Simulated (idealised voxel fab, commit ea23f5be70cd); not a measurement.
Process module under the name voxel gate over fins
For reference, the cross-section in this document is cut, with width 240 nm and square cells of 5 nm.
Think of the cross-section as a grid of square cells. We describe it in bands, top to bottom, and each band covers one or more rows of those cells. Each band's line starts with the height of the band's top and of its bottom, in nm. Then come its materials from left to right, each with its width in nm. One material with "full width" fills the band from edge to edge. "empty" is empty space. Height datum 0, below which the as-received substrate wafer is one material. Lowest band open at the bottom, running downward: "0..down". Width: "30..40" (first number = top row, second number = bottom row, same change from row to row of cells). It should be understood that the words "nothing changed", when stated for a given step, signify that the cross-section underwent no change in any of its cells during that step. The list in "closed voids" covers empty spaces of 8 cells or more that cannot reach the top through any open way, and it gives each as width x height at distance; the distance is from the left edge, and width, height and distance are in nm. Whatever follows a step's settings on its line is a remark the simulator itself makes about that step. The line of a step may include "overlay nm". On a step with a mask, this value is how far to the right of its planned place the mask lay. A negative value means the mask lay to the left.

Process steps (planned):
1. RECEIVE | material Si
2. CONFORMAL_DEP | material SiN | thk nm 5
3. MASKED_ETCH | tone cover | mask id FINS | width nm 15 | pitch nm 40 | etch materials SiN | depth nm 5 | overlay nm 0
4. MASKED_ETCH | tone cover | mask id FINS | width nm 15 | pitch nm 40 | etch materials Si | depth nm 40 | overlay nm 0
5. OXIDIZE | depth nm 5
6. FILL_DEP | material SiO2 | thk nm 15
7. CMP | height nm 5
8. SELECTIVE_ETCH | etch materials SiO2 | depth nm 15
9. STRIP | etch materials SiN
10. CONFORMAL_DEP | material HfO2 | thk nm 5
11. CONFORMAL_DEP | material TiN | thk nm 5
12. FILL_DEP | material W | thk nm 10
13. CMP | height nm 15
14. CONFORMAL_DEP | material SiCN | thk nm 5
Quick note for whoever runs this: the wafers start identical, but the width nm at step 3 isn't the same across them. The plan just shows what the first wafer had.

The first of several wafers in cross-section, exactly as it reached us after step 1:
> 0..down | Si full width
> closed voids: none

First wafer at the end, after step 14:
> 20..15 | SiCN full width
> 15..10 | W full width
> 10..5 | 45 of W, 25 of TiN, 15 of W, 25 of TiN, 15 of W, 25 of TiN, 15 of W, 25 of TiN, 50 of W
> 5..0 | 45 of W, 5 of TiN, 15 of HfO2, 5 of TiN, 15 of W, 5 of TiN, 15 of HfO2, 5 of TiN, 15 of W, 5 of TiN, 15 of HfO2, 5 of TiN, 15 of W, 5 of TiN, 15 of HfO2, 5 of TiN, 50 of W
> 0..-5 | 50 of TiN, 5 of HfO2, 5 of Si, 5 of HfO2, 25 of TiN, 5 of HfO2, 5 of Si, 5 of HfO2, 25 of TiN, 5 of HfO2, 5 of Si, 5 of HfO2, 25 of TiN, 5 of HfO2, 5 of Si, 5 of HfO2, 55 of TiN
> -5..-10 | 55 of HfO2, 5 of Si, 35 of HfO2, 5 of Si, 35 of HfO2, 5 of Si, 35 of HfO2, 5 of Si, 60 of HfO2
> -10..-45 | 55 of SiO2, 5 of Si, 35 of SiO2, 5 of Si, 35 of SiO2, 5 of Si, 35 of SiO2, 5 of Si, 60 of SiO2
> -45..down | Si full width
> closed voids: none

At the end of the module, the last of several wafers in cross-section:
> 20..15 | SiCN full width
> 15..10 | W full width
> 10..5 | 40 of W, 35 of TiN, 5 of W, 35 of TiN, 5 of W, 35 of TiN, 5 of W, 35 of TiN, 45 of W
> 5..0 | 40 of W, 5 of TiN, 25 of HfO2, 5 of TiN, 5 of W, 5 of TiN, 25 of HfO2, 5 of TiN, 5 of W, 5 of TiN, 25 of HfO2, 5 of TiN, 5 of W, 5 of TiN, 25 of HfO2, 5 of TiN, 45 of W
> 0..-5 | 45 of TiN, 5 of HfO2, 15 of Si, 5 of HfO2, 15 of TiN, 5 of HfO2, 15 of Si, 5 of HfO2, 15 of TiN, 5 of HfO2, 15 of Si, 5 of HfO2, 15 of TiN, 5 of HfO2, 15 of Si, 5 of HfO2, 50 of TiN
> -5..-10 | 50 of HfO2, 15 of Si, 25 of HfO2, 15 of Si, 25 of HfO2, 15 of Si, 25 of HfO2, 15 of Si, 55 of HfO2
> -10..-45 | 50 of SiO2, 15 of Si, 25 of SiO2, 15 of Si, 25 of SiO2, 15 of Si, 25 of SiO2, 15 of Si, 55 of SiO2
> -45..down | Si full width
> closed voids: none

Gained (+) or lost (-) cells of each material since receipt, then closed voids: one row per wafer, at the end of the module:
width nm 15 | +64 HfO2 | -396 Si | +48 SiCN | +308 SiO2 | +64 TiN | +104 W | closed voids: none
width nm 20 | +64 HfO2 | -360 Si | +48 SiCN | +280 SiO2 | +64 TiN | +96 W | closed voids: none
width nm 25 | +64 HfO2 | -324 Si | +48 SiCN | +252 SiO2 | +64 TiN | +88 W | closed voids: none
